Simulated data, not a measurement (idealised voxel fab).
Process module under the name voxel wiring stack
Section shown: cut. Width: 270 nm. Cell size: 5 nm, square.
Cross-section spec: square-cell grid; bands listed top down; each band is one or more rows.
Heads up on the band format: heights come first, top then bottom, in nm. After that it's the materials left to right, each with its width in nm. A single material flagged "all across" fills the whole band edge to edge, and "blank" means there's empty space there.
Height 0 is the level under which the wafer as received is all one material. The lowest band goes on downwards, as in "z 0 and below".
Graded width ("30->40"): value in top row of band = first number; value in bottom row = second number; row-to-row change constant.
A step reported as "nothing changed" is a step in which no cell of the cross-section changed.
Entry "Voids, sealed". Content: empty spaces with no open connection to the top, size 8 cells or greater. Each: width x height at distance. Distance: from left edge. Unit: nm.
On each step's line, the part that comes after the settings is the simulator's own comment on the step.
If you see "overlay nm" on a step's line and that step has a mask, it's telling you how far right of where it was planned the mask ended up; a negative number means it went left instead.

-- Process steps (planned)
| 1 | RECEIVE, material Si |
| 2 | CONFORMAL_DEP, material SiO2, thk nm 10 |
| 3 | DIRECTIONAL_DEP, material TiN, thk nm 5 |
| 4 | DIRECTIONAL_DEP, material W, thk nm 20 |
| 5 | MASKED_ETCH, tone cover, mask id METAL_1, width nm 25, pitch nm 55, etch materials W, depth nm 20, overlay nm 0 |
| 6 | MASKED_ETCH, tone cover, mask id METAL_1, width nm 25, pitch nm 55, etch materials TiN, depth nm 5, overlay nm 0 |
| 7 | CONFORMAL_DEP, material SiCN, thk nm 5 |
| 8 | FILL_DEP, material SiO2, thk nm 5 |
| 9 | CMP, height nm 35 |
| 10 | CONFORMAL_DEP, material SiCN, thk nm 5 |
| 11 | DIRECTIONAL_DEP, material lowk, thk nm 15 |
| 12 | DIRECTIONAL_DEP, material aC, thk nm 15 |
| 13 | PATTERN, tone open, mask id PLUG_1, material resist, width nm 15, pitch nm 55, thk nm 30, overlay nm 0 |
| 14 | DIRECTIONAL_ETCH, etch materials aC, depth nm 15 |
| 15 | STRIP, etch materials resist |
| 16 | DIRECTIONAL_ETCH, etch materials lowk, depth nm 15 |
| 17 | DIRECTIONAL_ETCH, etch materials SiCN, depth nm 5 |
| 18 | STRIP, etch materials aC |
| 19 | CONFORMAL_DEP, material TiN, thk nm 5 |
| 20 | FILL_DEP, material Cu, thk nm 10 |
| 21 | CMP, height nm 55 |
| 22 | DIRECTIONAL_DEP, material TiN, thk nm 5 |
| 23 | DIRECTIONAL_DEP, material Ru, thk nm 20 |
| 24 | DIRECTIONAL_DEP, material aC, thk nm 15 |
| 25 | PATTERN, tone cover, mask id METAL_2, material resist, width nm 25, pitch nm 55, thk nm 35, overlay nm 0 |
| 26 | DIRECTIONAL_ETCH, etch materials aC, depth nm 15 |
| 27 | STRIP, etch materials resist |
| 28 | DIRECTIONAL_ETCH, etch materials Ru, depth nm 20 |
| 29 | DIRECTIONAL_ETCH, etch materials TiN, depth nm 5 |
| 30 | STRIP, etch materials aC |
| 31 | FILL_DEP, material SiO2, thk nm 5 |
| 32 | CMP, height nm 80 |
| 33 | CONFORMAL_DEP, material SiCN, thk nm 5 |
| 34 | DIRECTIONAL_DEP, material lowk, thk nm 30 |
| 35 | PATTERN, tone open, mask id METAL_3, material resist, width nm 25, pitch nm 55, thk nm 20, overlay nm 0 |
| 36 | DIRECTIONAL_ETCH, etch materials lowk, depth nm 15 |
| 37 | STRIP, etch materials resist |
| 38 | DIRECTIONAL_DEP, material aC, thk nm 15 |
| 39 | PATTERN, tone open, mask id METAL_3_HOLES, material resist, width nm 15, thk nm 35, overlay nm 0 |
| 40 | DIRECTIONAL_ETCH, etch materials aC, depth nm 15 |
| 41 | STRIP, etch materials resist |
| 42 | DIRECTIONAL_ETCH, etch materials lowk, depth nm 15 |
| 43 | DIRECTIONAL_ETCH, etch materials SiCN, depth nm 5 |
| 44 | STRIP, etch materials aC |
| 45 | CONFORMAL_DEP, material TiN, thk nm 5 |
| 46 | FILL_DEP, material Cu, thk nm 10 |
| 47 | CMP, height nm 115 |
| 48 | CONFORMAL_DEP, material SiN, thk nm 5 |
Same starting wafers, different thk nm at step 33. Plan value belongs to the first wafer.

-- Cross-section: the first of several wafers in its as-received state, i.e. following step 1
* z 0 and below: Si all across
* Voids, sealed: none

-- After the module's final step, step 48: the first of several wafers in cross-section
* z 120 to 115: SiN all across
* z 115 to 105: lowk 95 | TiN 5 | Cu 15 | TiN 5 | lowk 30 | TiN 5 | Cu 15 | TiN 5 | lowk 95
* z 105 to 100: lowk 95 | TiN 5 | Cu 5 | TiN 15 | lowk 30 | TiN 25 | lowk 95
* z 100 to 85: lowk 95 | TiN 5 | Cu 5 | TiN 5 | lowk 160
* z 85 to 80: SiCN 95 | TiN 15 | SiCN 160
* z 80 to 60: SiO2 95 | Ru 25 | SiO2 30 | Ru 25 | SiO2 95
* z 60 to 55: SiO2 95 | TiN 25 | SiO2 30 | TiN 25 | SiO2 95
* z 55 to 40: lowk 95 | TiN 5 | Cu 5 | TiN 5 | lowk 40 | TiN 5 | Cu 5 | TiN 5 | lowk 105
* z 40 to 35: SiCN 95 | TiN 15 | SiCN 40 | TiN 15 | SiCN 105
* z 35 to 15: SiO2 90 | SiCN 5 | W 25 | SiCN 5 | SiO2 20 | SiCN 5 | W 25 | SiCN 5 | SiO2 90
* z 15 to 10: SiCN 95 | TiN 25 | SiCN 30 | TiN 25 | SiCN 95
* z 10 to 0: SiO2 all across
* z 0 and below: Si all across
* Voids, sealed: none

-- Of the several wafers, the last: cross-section at the end of the module
* z 120 to 115: SiN all across
* z 115 to 100: lowk 95 | TiN 5 | Cu 5 | TiN 5 | lowk 160
* z 100 to 95: SiCN 95 | TiN 15 | SiCN 160
* z 95 to 80: SiCN all across
* z 80 to 60: SiO2 95 | Ru 25 | SiO2 30 | Ru 25 | SiO2 95
* z 60 to 55: SiO2 95 | TiN 25 | SiO2 30 | TiN 25 | SiO2 95
* z 55 to 40: lowk 95 | TiN 5 | Cu 5 | TiN 5 | lowk 40 | TiN 5 | Cu 5 | TiN 5 | lowk 105
* z 40 to 35: SiCN 95 | TiN 15 | SiCN 40 | TiN 15 | SiCN 105
* z 35 to 15: SiO2 90 | SiCN 5 | W 25 | SiCN 5 | SiO2 20 | SiCN 5 | W 25 | SiCN 5 | SiO2 90
* z 15 to 10: SiCN 95 | TiN 25 | SiCN 30 | TiN 25 | SiCN 95
* z 10 to 0: SiO2 all across
* z 0 and below: Si all across
* Voids, sealed: none

-- So in this table every wafer gets its own row, and what you see is where it stands at the end of the module: for each material, how many cells it picked up (+) or gave up (-) since we received it, and after that its closed voids
thk nm 5, +22 Cu, +40 Ru, +159 SiCN, +54 SiN, +488 SiO2, +64 TiN, +40 W, +429 lowk, Voids, sealed: none
thk nm 10, +16 Cu, +40 Ru, +213 SiCN, +54 SiN, +488 SiO2, +60 TiN, +40 W, +385 lowk, Voids, sealed: none
thk nm 15, +10 Cu, +40 Ru, +267 SiCN, +54 SiN, +488 SiO2, +56 TiN, +40 W, +341 lowk, Voids, sealed: none
thk nm 20, +9 Cu, +40 Ru, +321 SiCN, +54 SiN, +488 SiO2, +47 TiN, +40 W, +297 lowk, Voids, sealed: none
